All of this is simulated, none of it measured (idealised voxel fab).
process module | voxel capacitor over wiring
It is cross-section cut that appears here, measuring 220 nm in width, its square cells being 5 nm in size.
A cross-section is written here as square cells arranged in a grid, and it is given in bands from the top down, each band taking up one or more rows of cells.
For a band, the entry starts with two heights in nm, that of the top and then that of the bottom, and carries on with the band's materials in order from left to right, each alongside its width in nm; the word "edge to edge" beside a single material means it fills the band edge to edge, and "blank" means empty space.
Counting heights begins at 0, where everything beneath is, in the wafer as received, one material. The lowest band has no bottom; it goes on downwards, as "0 down" shows.
Width "30..40": first value at the band's top row of cells, second value at its bottom row, equal change from row to row.
Key: "same as before" - step with no changed cell in the cross-section.
"Enclosed void entries" - sealed voids, min. 8 cells, no opening to top; format: width x height at distance (distance from left edge; nm throughout).
Post-settings text on a step line: simulator's own remark regarding the step.
A step's line can hold "overlay nm"; with a mask on that step, the setting says how far right of the planned place the mask lay, while a negative setting says it lay to the left.
# The planned process steps are enumerated hereunder
| 1 | RECEIVE | material Si |
| 2 | CONFORMAL_DEP | material SiO2 | thk nm 10 |
| 3 | CONFORMAL_DEP | material SiCN | thk nm 5 |
| 4 | DIRECTIONAL_DEP | material SiO2 | thk nm 25 |
| 5 | MASKED_ETCH | tone open | mask id METAL_1 | width nm 30 | pitch nm 85 | etch materials SiO2 | depth nm 25 | overlay nm 0 |
| 6 | MASKED_ETCH | tone open | mask id METAL_1 | width nm 30 | pitch nm 85 | etch materials SiCN | depth nm 5 | overlay nm 0 |
| 7 | CONFORMAL_DEP | material TiN | thk nm 5 |
| 8 | FILL_DEP | material Ru | thk nm 10 |
| 9 | CMP | height nm 40 |
| 10 | CONFORMAL_DEP | material SiCN | thk nm 5 |
| 11 | DIRECTIONAL_DEP | material SiO2 | thk nm 15 |
| 12 | DIRECTIONAL_DEP | material aC | thk nm 10 |
| 13 | PATTERN | tone open | mask id PLUG_1 | material resist | width nm 15 | thk nm 30 | overlay nm 0 |
| 14 | DIRECTIONAL_ETCH | etch materials aC | depth nm 10 |
| 15 | STRIP | etch materials resist |
| 16 | DIRECTIONAL_ETCH | etch materials SiO2 | depth nm 15 |
| 17 | DIRECTIONAL_ETCH | etch materials SiCN | depth nm 5 |
| 18 | STRIP | etch materials aC |
| 19 | CONFORMAL_DEP | material TiN | thk nm 5 |
| 20 | FILL_DEP | material Ru | thk nm 10 |
| 21 | CMP | height nm 60 |
| 22 | DIRECTIONAL_DEP | material TiN | thk nm 10 |
| 23 | DIRECTIONAL_DEP | material HfO2 | thk nm 5 |
| 24 | DIRECTIONAL_DEP | material TiN | thk nm 10 |
| 25 | DIRECTIONAL_DEP | material aC | thk nm 10 |
| 26 | PATTERN | tone cover | mask id UPPER_PLATE | material resist | width nm 60 | thk nm 25 | overlay nm 0 |
| 27 | DIRECTIONAL_ETCH | etch materials aC | depth nm 10 |
| 28 | STRIP | etch materials resist |
| 29 | DIRECTIONAL_ETCH | etch materials TiN | depth nm 10 |
| 30 | DIRECTIONAL_ETCH | etch materials HfO2 | depth nm 5 |
| 31 | STRIP | etch materials aC |
| 32 | DIRECTIONAL_DEP | material aC | thk nm 15 |
| 33 | PATTERN | tone cover | mask id LOWER_PLATE | material resist | width nm 70 | thk nm 30 | overlay nm 0 |
| 34 | DIRECTIONAL_ETCH | etch materials aC | depth nm 15 |
| 35 | STRIP | etch materials resist |
| 36 | DIRECTIONAL_ETCH | etch materials TiN | depth nm 10 |
| 37 | STRIP | etch materials aC |
| 38 | FILL_DEP | material SiO2 | thk nm 15 |
| 39 | CMP | height nm 95 |
| 40 | MASKED_ETCH | tone open | mask id PLUG_2 | width nm 15 | etch materials SiO2 | depth nm 10 | overlay nm 0 |
| 41 | CONFORMAL_DEP | material TiN | thk nm 5 |
| 42 | FILL_DEP | material W | thk nm 10 |
| 43 | CMP | height nm 95 |
| 44 | CONFORMAL_DEP | material SiN | thk nm 5 |
# Wafer, first of two, run as planned
# Wafer cross-section on receipt, i.e. after step 1
    0 down  Si edge to edge
    Enclosed void entries: none
# Cross-sectional representation of the wafer at the conclusion of step 2
    10 to 0  SiO2 edge to edge
    All layers under 0 are left as they were.
# Cross-sectional representation of the wafer at the conclusion of step 3
    15 to 10  SiCN edge to edge
    All layers under 10 are left as they were.
# Cross-sectional representation of the wafer at the conclusion of step 4
    40 to 15  SiO2 edge to edge
    All layers under 15 are left as they were.
# Cross-sectional representation of the wafer at the conclusion of step 5
    40 to 15  SiO2 50 nm  blank 30 nm  SiO2 55 nm  blank 30 nm  SiO2 55 nm
    All layers under 15 are left as they were.
# Cross-sectional representation of the wafer at the conclusion of step 6
    40 to 15  SiO2 50 nm  blank 30 nm  SiO2 55 nm  blank 30 nm  SiO2 55 nm
    15 to 10  SiCN 50 nm  blank 30 nm  SiCN 55 nm  blank 30 nm  SiCN 55 nm
    All layers under 10 are left as they were.
# Cross-sectional representation of the wafer at the conclusion of step 7
    45 to 40  TiN 55 nm  blank 20 nm  TiN 65 nm  blank 20 nm  TiN 60 nm
    40 to 15  SiO2 50 nm  TiN 5 nm  blank 20 nm  TiN 5 nm  SiO2 55 nm  TiN 5 nm  blank 20 nm  TiN 5 nm  SiO2 55 nm
    15 to 10  SiCN 50 nm  TiN 30 nm  SiCN 55 nm  TiN 30 nm  SiCN 55 nm
    All layers under 10 are left as they were.
# Cross-sectional representation of the wafer at the conclusion of step 8
    55 to 45  Ru edge to edge
    45 to 40  TiN 55 nm  Ru 20 nm  TiN 65 nm  Ru 20 nm  TiN 60 nm
    40 to 15  SiO2 50 nm  TiN 5 nm  Ru 20 nm  TiN 5 nm  SiO2 55 nm  TiN 5 nm  Ru 20 nm  TiN 5 nm  SiO2 55 nm
    All layers under 15 are left as they were.
# Cross-sectional representation of the wafer at the conclusion of step 9
    40 to 15  SiO2 50 nm  TiN 5 nm  Ru 20 nm  TiN 5 nm  SiO2 55 nm  TiN 5 nm  Ru 20 nm  TiN 5 nm  SiO2 55 nm
    All layers under 15 are left as they were.
# Cross-sectional representation of the wafer at the conclusion of step 10
    45 to 40  SiCN edge to edge
    All layers under 40 are left as they were.
# Cross-sectional representation of the wafer at the conclusion of step 11
    60 to 45  SiO2 edge to edge
    All layers under 45 are left as they were.
# Cross-sectional representation of the wafer at the conclusion of step 12
    70 to 60  aC edge to edge
    All layers under 60 are left as they were.
# Cross-sectional representation of the wafer at the conclusion of step 13
    100 to 70  resist 65 nm  blank 15 nm  resist 140 nm
    All layers under 70 are left as they were.
# Cross-sectional representation of the wafer at the conclusion of step 14
    90 to 70  resist 65 nm  blank 15 nm  resist 140 nm
    70 to 60  aC 65 nm  blank 15 nm  aC 140 nm
    All layers under 60 are left as they were.
# Cross-sectional representation of the wafer at the conclusion of step 15
    70 to 60  aC 65 nm  blank 15 nm  aC 140 nm
    All layers under 60 are left as they were.
# Cross-sectional representation of the wafer at the conclusion of step 16
    70 to 60  aC 65 nm  blank 15 nm  aC 140 nm
    60 to 45  SiO2 65 nm  blank 15 nm  SiO2 140 nm
    All layers under 45 are left as they were.
# Cross-sectional representation of the wafer at the conclusion of step 17
    70 to 60  aC 65 nm  blank 15 nm  aC 140 nm
    60 to 45  SiO2 65 nm  blank 15 nm  SiO2 140 nm
    45 to 40  SiCN 65 nm  blank 15 nm  SiCN 140 nm
    All layers under 40 are left as they were.
# Cross-sectional representation of the wafer at the conclusion of step 18
    60 to 45  SiO2 65 nm  blank 15 nm  SiO2 140 nm
    All layers under 45 are left as they were.
# Cross-sectional representation of the wafer at the conclusion of step 19
    65 to 60  TiN 70 nm  blank 5 nm  TiN 145 nm
    60 to 45  SiO2 65 nm  TiN 5 nm  blank 5 nm  TiN 5 nm  SiO2 140 nm
    45 to 40  SiCN 65 nm  TiN 15 nm  SiCN 140 nm
    All layers under 40 are left as they were.
# Cross-sectional representation of the wafer at the conclusion of step 20
    75 to 65  Ru edge to edge
    65 to 60  TiN 70 nm  Ru 5 nm  TiN 145 nm
    60 to 45  SiO2 65 nm  TiN 5 nm  Ru 5 nm  TiN 5 nm  SiO2 140 nm
    All layers under 45 are left as they were.
# Cross-sectional representation of the wafer at the conclusion of step 21
    60 to 45  SiO2 65 nm  TiN 5 nm  Ru 5 nm  TiN 5 nm  SiO2 140 nm
    All layers under 45 are left as they were.
# Cross-sectional representation of the wafer at the conclusion of step 22
    70 to 60  TiN edge to edge
    All layers under 60 are left as they were.
# Cross-sectional representation of the wafer at the conclusion of step 23
    75 to 70  HfO2 edge to edge
    All layers under 70 are left as they were.
# Cross-sectional representation of the wafer at the conclusion of step 24
    85 to 75  TiN edge to edge
    All layers under 75 are left as they were.
# Cross-sectional representation of the wafer at the conclusion of step 25
    95 to 85  aC edge to edge
    All layers under 85 are left as they were.
# Cross-sectional representation of the wafer at the conclusion of step 26
    120 to 95  blank 65 nm  resist 60 nm  blank 95 nm
    All layers under 95 are left as they were.
# Cross-sectional representation of the wafer at the conclusion of step 27
    110 to 95  blank 65 nm  resist 60 nm  blank 95 nm
    95 to 85  blank 65 nm  aC 60 nm  blank 95 nm
    All layers under 85 are left as they were.
# Cross-sectional representation of the wafer at the conclusion of step 28
    95 to 85  blank 65 nm  aC 60 nm  blank 95 nm
    All layers under 85 are left as they were.
# Cross-sectional representation of the wafer at the conclusion of step 29
    95 to 85  blank 65 nm  aC 60 nm  blank 95 nm
    85 to 75  blank 65 nm  TiN 60 nm  blank 95 nm
    All layers under 75 are left as they were.
# Cross-sectional representation of the wafer at the conclusion of step 30
    95 to 85  blank 65 nm  aC 60 nm  blank 95 nm
    85 to 75  blank 65 nm  TiN 60 nm  blank 95 nm
    75 to 70  blank 65 nm  HfO2 60 nm  blank 95 nm
    All layers under 70 are left as they were.
# Cross-sectional representation of the wafer at the conclusion of step 31
    85 to 75  blank 65 nm  TiN 60 nm  blank 95 nm
    All layers under 75 are left as they were.
# Cross-sectional representation of the wafer at the conclusion of step 32
    100 to 85  blank 65 nm  aC 60 nm  blank 95 nm
    85 to 75  aC 65 nm  TiN 60 nm  aC 95 nm
    75 to 70  aC 65 nm  HfO2 60 nm  aC 95 nm
    All layers under 70 are left as they were.
# Cross-sectional representation of the wafer at the conclusion of step 33
    130 to 100  blank 60 nm  resist 70 nm  blank 90 nm
    100 to 85  blank 60 nm  resist 5 nm  aC 60 nm  resist 5 nm  blank 90 nm
    All layers under 85 are left as they were.
# Cross-sectional representation of the wafer at the conclusion of step 34
    115 to 100  blank 60 nm  resist 70 nm  blank 90 nm
    100 to 85  blank 60 nm  resist 5 nm  aC 60 nm  resist 5 nm  blank 90 nm
    85 to 75  blank 60 nm  aC 5 nm  TiN 60 nm  aC 5 nm  blank 90 nm
    75 to 70  blank 60 nm  aC 5 nm  HfO2 60 nm  aC 5 nm  blank 90 nm
    All layers under 70 are left as they were.
# Cross-sectional representation of the wafer at the conclusion of step 35
    100 to 85  blank 65 nm  aC 60 nm  blank 95 nm
    All layers under 85 are left as they were.
# Cross-sectional representation of the wafer at the conclusion of step 36
    100 to 85  blank 65 nm  aC 60 nm  blank 95 nm
    85 to 75  blank 60 nm  aC 5 nm  TiN 60 nm  aC 5 nm  blank 90 nm
    75 to 70  blank 60 nm  aC 5 nm  HfO2 60 nm  aC 5 nm  blank 90 nm
    70 to 60  blank 60 nm  TiN 70 nm  blank 90 nm
    All layers under 60 are left as they were.
# Cross-sectional representation of the wafer at the conclusion of step 37
    85 to 75  blank 65 nm  TiN 60 nm  blank 95 nm
    75 to 70  blank 65 nm  HfO2 60 nm  blank 95 nm
    All layers under 70 are left as they were.
# Cross-sectional representation of the wafer at the conclusion of step 38
    100 to 85  SiO2 edge to edge
    85 to 75  SiO2 65 nm  TiN 60 nm  SiO2 95 nm
    75 to 70  SiO2 65 nm  HfO2 60 nm  SiO2 95 nm
    70 to 60  SiO2 60 nm  TiN 70 nm  SiO2 90 nm
    All layers under 60 are left as they were.
# Cross-sectional representation of the wafer at the conclusion of step 39
    95 to 85  SiO2 edge to edge
    All layers under 85 are left as they were.
# Cross-sectional representation of the wafer at the conclusion of step 40
    95 to 85  SiO2 75 nm  blank 15 nm  SiO2 130 nm
    All layers under 85 are left as they were.
# Cross-sectional representation of the wafer at the conclusion of step 41
    100 to 95  TiN 80 nm  blank 5 nm  TiN 135 nm
    95 to 90  SiO2 75 nm  TiN 5 nm  blank 5 nm  TiN 5 nm  SiO2 130 nm
    90 to 85  SiO2 75 nm  TiN 15 nm  SiO2 130 nm
    All layers under 85 are left as they were.
# Cross-sectional representation of the wafer at the conclusion of step 42
    110 to 100  W edge to edge
    100 to 95  TiN 80 nm  W 5 nm  TiN 135 nm
    95 to 90  SiO2 75 nm  TiN 5 nm  W 5 nm  TiN 5 nm  SiO2 130 nm
    All layers under 90 are left as they were.
# Cross-sectional representation of the wafer at the conclusion of step 43
    95 to 90  SiO2 75 nm  TiN 5 nm  W 5 nm  TiN 5 nm  SiO2 130 nm
    All layers under 90 are left as they were.
# Cross-sectional representation of the wafer at the conclusion of step 44
    100 to 95  SiN edge to edge
    All layers under 95 are left as they were.
# Wafer two: like wafer one in start and plan, but with one mistake in execution; identical up to and including step 21
# when step 22 should have ended
    65 to 60  HfO2 edge to edge
    All layers under 60 are left as they were.
# when step 23 should have ended
    75 to 65  TiN edge to edge
    All layers under 65 are left as they were.
# when step 24 should have ended
    85 to 65  TiN edge to edge
    All layers under 65 are left as they were.
# when step 25 should have ended
    95 to 85  aC edge to edge
    All layers under 85 are left as they were.
# when step 26 should have ended
    120 to 95  blank 65 nm  resist 60 nm  blank 95 nm
    All layers under 95 are left as they were.
# when step 27 should have ended
    110 to 95  blank 65 nm  resist 60 nm  blank 95 nm
    95 to 85  blank 65 nm  aC 60 nm  blank 95 nm
    All layers under 85 are left as they were.
# when step 28 should have ended
    95 to 85  blank 65 nm  aC 60 nm  blank 95 nm
    All layers under 85 are left as they were.
# when step 29 should have ended
    95 to 85  blank 65 nm  aC 60 nm  blank 95 nm
    85 to 75  blank 65 nm  TiN 60 nm  blank 95 nm
    All layers under 75 are left as they were.
when step 30 should have ended: same as before
# when step 31 should have ended
    85 to 75  blank 65 nm  TiN 60 nm  blank 95 nm
    All layers under 75 are left as they were.
# when step 32 should have ended
    100 to 90  blank 65 nm  aC 60 nm  blank 95 nm
    90 to 85  aC edge to edge
    85 to 75  aC 65 nm  TiN 60 nm  aC 95 nm
    All layers under 75 are left as they were.
# when step 33 should have ended
    130 to 100  blank 60 nm  resist 70 nm  blank 90 nm
    100 to 90  blank 60 nm  resist 5 nm  aC 60 nm  resist 5 nm  blank 90 nm
    All layers under 90 are left as they were.
# when step 34 should have ended
    115 to 100  blank 60 nm  resist 70 nm  blank 90 nm
    100 to 90  blank 60 nm  resist 5 nm  aC 60 nm  resist 5 nm  blank 90 nm
    90 to 85  blank 60 nm  aC 70 nm  blank 90 nm
    85 to 75  blank 60 nm  aC 5 nm  TiN 60 nm  aC 5 nm  blank 90 nm
    All layers under 75 are left as they were.
# when step 35 should have ended
    100 to 90  blank 65 nm  aC 60 nm  blank 95 nm
    All layers under 90 are left as they were.
# when step 36 should have ended
    100 to 90  blank 65 nm  aC 60 nm  blank 95 nm
    90 to 85  blank 60 nm  aC 70 nm  blank 90 nm
    85 to 75  blank 60 nm  aC 5 nm  TiN 60 nm  aC 5 nm  blank 90 nm
    75 to 65  blank 60 nm  TiN 70 nm  blank 90 nm
    All layers under 65 are left as they were.
# when step 37 should have ended
    85 to 75  blank 65 nm  TiN 60 nm  blank 95 nm
    All layers under 75 are left as they were.
# when step 38 should have ended
    100 to 85  SiO2 edge to edge
    85 to 75  SiO2 65 nm  TiN 60 nm  SiO2 95 nm
    75 to 65  SiO2 60 nm  TiN 70 nm  SiO2 90 nm
    All layers under 65 are left as they were.
# when step 39 should have ended
    95 to 85  SiO2 edge to edge
    All layers under 85 are left as they were.
# when step 40 should have ended
    95 to 85  SiO2 75 nm  blank 15 nm  SiO2 130 nm
    All layers under 85 are left as they were.
# when step 41 should have ended
    100 to 95  TiN 80 nm  blank 5 nm  TiN 135 nm
    95 to 90  SiO2 75 nm  TiN 5 nm  blank 5 nm  TiN 5 nm  SiO2 130 nm
    90 to 85  SiO2 75 nm  TiN 15 nm  SiO2 130 nm
    All layers under 85 are left as they were.
# when step 42 should have ended
    110 to 100  W edge to edge
    100 to 95  TiN 80 nm  W 5 nm  TiN 135 nm
    95 to 90  SiO2 75 nm  TiN 5 nm  W 5 nm  TiN 5 nm  SiO2 130 nm
    All layers under 90 are left as they were.
# when step 43 should have ended
    95 to 90  SiO2 75 nm  TiN 5 nm  W 5 nm  TiN 5 nm  SiO2 130 nm
    All layers under 90 are left as they were.
# when step 44 should have ended
    100 to 95  SiN edge to edge
    All layers under 95 are left as they were.
Finding, execution versus plan: it was found that steps 22 and 23 of the process plan had been performed in exchanged positions
In the final state, the cell counts of the second wafer exceed or fall short of those of the first for the following materials: 32 more of HfO2; 32 fewer of SiO2
